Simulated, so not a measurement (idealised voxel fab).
process module | voxel ribs on slabs
cross-section cut | 285 nm wide | cells 5 nm
A cross-section is a grid of square cells, given in bands from the top down. A band is one or more rows of cells.
Each band's line starts with the height of the band's top and of its bottom, in nm. Then come its materials from left to right, each with its width in nm. One material with "throughout" fills the band from edge to edge. "air" is empty space.
Height 0 is the level under which the wafer as received is all one material. The lowest band goes on downwards, as in "0 down".
A width such as "30 to 40" changes by the same amount from each row of cells to the next, from the band's top row to its bottom row.
"no change" after a step means that no cell of the cross-section changed.
closed voids: empty space of 8 cells or more with no open way to the top, each as width x height at its distance from the left edge, in nm
after a step's settings: what the simulator itself notes on the step
overlay nm, on a step with a mask: how far to the right of its planned place the mask lay; to the left if negative
plan
1 op RECEIVE | material Si
2 op DIRECTIONAL_DEP | material SiO2 | thk nm 30
3 op DIRECTIONAL_DEP | material polySi | thk nm 20
4 op PATTERN | tone cover | mask id RIB | material resist | width nm 25 | thk nm 20 | overlay nm 0
5 op DIRECTIONAL_ETCH | etch materials polySi | depth nm 5
6 op STRIP | etch materials resist
7 op DIRECTIONAL_DEP | material aC | thk nm 10
8 op PATTERN | tone cover | mask id SLAB | material resist | width nm 75 | thk nm 30 | overlay nm 0
9 op DIRECTIONAL_ETCH | etch materials aC | depth nm 10
10 op STRIP | etch materials resist
11 op DIRECTIONAL_ETCH | etch materials polySi | depth nm 5
12 op STRIP | etch materials aC
13 op FILL_DEP | material SiO2 | thk nm 25
14 op CMP | height nm 65
15 op DIRECTIONAL_DEP | material W | thk nm 10
16 op MASKED_ETCH | tone cover | mask id HEATER | width nm 35 | etch materials W | depth nm 10 | overlay nm 0
17 op CONFORMAL_DEP | material SiO2 | thk nm 5
varied across the wafers: depth nm of step 11. The plan shows the first wafer's value. All wafers start alike
first wafer as received, after step 1
  0 down: Si throughout
  closed voids: none
each wafer at the end: cells of each material gained (+) or lost (-) since it was received, then its closed voids
depth nm 5 | +668 SiO2 | +14 W | +134 polySi | closed voids: none
depth nm 10 | +710 SiO2 | +14 W | +92 polySi | closed voids: none
depth nm 15 | +752 SiO2 | +14 W | +50 polySi | closed voids: none
depth nm 20 | +752 SiO2 | +14 W | +50 polySi | closed voids: none
depth nm 25 | +752 SiO2 | +14 W | +50 polySi | closed voids: none
depth nm 30 | +752 SiO2 | +14 W | +50 polySi | closed voids: none
